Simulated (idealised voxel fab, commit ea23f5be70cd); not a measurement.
You're looking at the process module voxel trench capacitor.
This is section cut - it's 245 nm across, gridded in 5 nm square cells.
A cross-section is a grid of square cells, given in bands from the top down. A band is one or more rows of cells. Top height, bottom height, nm. Materials left to right, width each, nm. Single material + "all across" = fills band edge to edge. "blank" = empty. Convention: height 0 is the level below which the wafer, as received, is all one material. The lowest band does not terminate at the bottom but continues downward, represented as "from 0 down". The expression "30..40" gives the width at the extremes of the band, the first number at its top row of cells and the second at its bottom row, with the width changing by equal amounts from each row to the next in between. Step note "stayed the same" = no cross-section cell changed. Enclosed voids (no open way to top), threshold 8 cells or more, entry "Enclosed cavity list", notation width x height at distance, distance from left edge, nm. Where a step's line continues beyond its settings, the continuation is a remark by the simulator itself on that step. overlay nm: for a step with a mask, the amount by which the mask lay right of where it was planned; a negative amount means left of it.

### Listed below are the process steps as planned
1: RECEIVE,material Si
2: CONFORMAL_DEP,material SiN,thk nm 10
3: DIRECTIONAL_DEP,material aC,thk nm 15
4: PATTERN,tone open,mask id TRENCH,material resist,width nm 20,pitch nm 40,thk nm 35,overlay nm 0
5: DIRECTIONAL_ETCH,etch materials aC,depth nm 15
6: STRIP,etch materials resist
7: DIRECTIONAL_ETCH,etch materials SiN,depth nm 10
8: DIRECTIONAL_ETCH,etch materials Si,depth nm 30
9: STRIP,etch materials aC
10: CONFORMAL_DEP,material Al2O3,thk nm 5
11: FILL_DEP,material polySi,thk nm 10
12: CMP,height nm 10

### Shown in cross-section is the wafer as received, that is, as it stands after step 1
    from 0 down: Si all across
    Enclosed cavity list: none

### First of two wafers, end-of-module section, run followed plan
    from 10 to 0: 90 nm SiN, 5 nm Al2O3, 10 nm polySi, 5 nm Al2O3, 20 nm SiN, 5 nm Al2O3, 10 nm polySi, 5 nm Al2O3, 95 nm SiN
    from 0 to -25: 90 nm Si, 5 nm Al2O3, 10 nm polySi, 5 nm Al2O3, 20 nm Si, 5 nm Al2O3, 10 nm polySi, 5 nm Al2O3, 95 nm Si
    from -25 to -30: 90 nm Si, 20 nm Al2O3, 20 nm Si, 20 nm Al2O3, 95 nm Si
    from -30 down: Si all across
    Enclosed cavity list: none

### Cross-section of the latter of the two wafers at module completion. It had an identical start and an identical plan to the former; in running it, one mistake was made
    from 10 to 0: 90 nm SiN, 5 nm aC, 10 nm polySi, 5 nm aC, 20 nm SiN, 5 nm aC, 10 nm polySi, 5 nm aC, 95 nm SiN
    from 0 to -25: 90 nm Si, 5 nm aC, 10 nm polySi, 5 nm aC, 20 nm Si, 5 nm aC, 10 nm polySi, 5 nm aC, 95 nm Si
    from -25 to -30: 90 nm Si, 20 nm aC, 20 nm Si, 20 nm aC, 95 nm Si
    from -30 down: Si all across
    Enclosed cavity list: none
Error vs. plan: step 10 did not use the planned setting and instead ran as CONFORMAL_DEP,material aC,thk nm 5
Final tally in cells, some materials are higher or lower on the second wafer than on the first: Al2O3 -36, aC +36
